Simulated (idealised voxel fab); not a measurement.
The process module that follows is named voxel trench capacitor.
Each square cell in cross-section cut measures 5 nm, and the section as a whole is 285 nm wide.
For the purposes of this document, a cross-section shall be understood as a grid of square cells, specified as bands listed in top-to-bottom order, each band consisting of one or more rows of cells. The band entry comprises the height of the band's top followed by the height of its bottom, expressed in nm, and subsequently the band's materials from left to right, each stated together with its width in nm. Where a single material is marked with the word "throughout", that material fills the band from edge to edge. The word "empty" represents empty space. Counting heights begins at 0, where everything beneath is, in the wafer as received, one material. The lowest band has no bottom; it goes on downwards, as "0 down" shows. The expression "30->40" gives the width at the extremes of the band, the first number at its top row of cells and the second at its bottom row, with the width changing by equal amounts from each row to the next in between. Any step labelled "everything unchanged" changed none of the cells in the cross-section. The list in "Tabulated closed voids" covers empty spaces of 8 cells or more that cannot reach the top through any open way, and it gives each as width x height at distance; the distance is from the left edge, and width, height and distance are in nm. The remark found on a step's line after its settings is issued by the simulator itself and pertains to that step. On any step carrying a mask, the "overlay nm" setting, if present on the step's line, tells how far right of its planned place the mask lay; negative values point to the left.

# plan
1,RECEIVE (material Si)
2,CONFORMAL_DEP (material SiN; thk nm 5)
3,MASKED_ETCH (tone open; mask id TRENCH; width nm 30; pitch nm 50; etch materials SiN; depth nm 5; overlay nm 0)
4,MASKED_ETCH (tone open; mask id TRENCH; width nm 30; pitch nm 50; etch materials Si; depth nm 25; overlay nm 0)
5,CONFORMAL_DEP (material HfO2; thk nm 5)
6,CONFORMAL_DEP (material TiN; thk nm 5)
7,FILL_DEP (material W; thk nm 5)
8,CMP (height nm 5)

# Delivered wafer in cross-section: state after step 1
    0 down  Si throughout
    Tabulated closed voids: none

# One mistake in running the module, otherwise start and plan as above: cross-section at the end
    5 to 0  100 nm SiN / 10 nm TiN / 10 nm W / 10 nm TiN / 20 nm SiN / 10 nm TiN / 10 nm W / 10 nm TiN / 105 nm SiN
    0 to -15  100 nm Si / 10 nm TiN / 10 nm W / 10 nm TiN / 20 nm Si / 10 nm TiN / 10 nm W / 10 nm TiN / 105 nm Si
    -15 to -25  100 nm Si / 30 nm TiN / 20 nm Si / 30 nm TiN / 105 nm Si
    -25 down  Si throughout
    Tabulated closed voids: none
Short version of what went wrong: step 5: run off-plan, actual operation and settings CONFORMAL_DEP (material TiN; thk nm 5)
